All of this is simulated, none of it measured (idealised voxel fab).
You're looking at the process module voxel released beams.
Square cell edge 5 nm, section width 220 nm, ID cut.
Bands, listed from the top down, are how a cross-section gets written in this document; the cross-section itself is a grid of square cells, and a band is one or more rows of them.
What a band's entry tells you: where the top is and where the bottom is, as heights in nm, and after that what lies inside, material by material from left to right, each with its width in nm. Empty space is written as the word "empty", and a single material marked with the word "full width" occupies the band from edge to edge.
Height is counted from the level 0, under which the received wafer is composed throughout of one material. The lowest of the bands is not closed at the bottom but continues downward, in the notation "0..down".
Top row gets the first number, bottom row gets the second, and each row in between changes by the same step: that is how a band width like "30->40" works.
"nothing was modified" (step): cross-section cells unchanged, all of them.
Closed-off voids of 8+ cells (no open route to the top) go in "Closed void register", written width x height at distance from the left edge, in nm.
Anything after a step's settings on that line? It's the simulator's own note about the step.
overlay nm: right-of-plan distance of the mask on a masked step; negative values mean left-of-plan.

# So here's the lineup of process steps we planned
1. RECEIVE, material Si
2. CONFORMAL_DEP, material SiN, thk nm 5
3. DIRECTIONAL_DEP, material SiO2, thk nm 10
4. MASKED_ETCH, tone open, mask id ANCHOR, width nm 35, etch materials SiO2, depth nm 10, overlay nm 0
5. CONFORMAL_DEP, material TiN, thk nm 15
6. DIRECTIONAL_DEP, material aC, thk nm 10
7. PATTERN, tone cover, mask id BEAM, material resist, width nm 90, thk nm 30, overlay nm 0
8. DIRECTIONAL_ETCH, etch materials aC, depth nm 10
9. STRIP, etch materials resist
10. DIRECTIONAL_ETCH, etch materials TiN, depth nm 15
11. STRIP, etch materials aC
12. STRIP, etch materials SiO2

# as received, after step 1
* 0..down: Si full width
* Closed void register: none

# Look at the cross-section after the module: the wafer started out the way shown above and the plan was the one shown above, yet one mistake was made along the way
* 25..15: empty 60 nm  TiN 20 nm  empty 5 nm  TiN 65 nm  empty 70 nm
* 15..10: empty 60 nm  TiN 90 nm  empty 70 nm
* 10..0: empty 65 nm  TiN 35 nm  empty 120 nm
* 0..down: Si full width
* Closed void register: none
So what did we get wrong on this run? step 2 in the plan did not get run; it was skipped
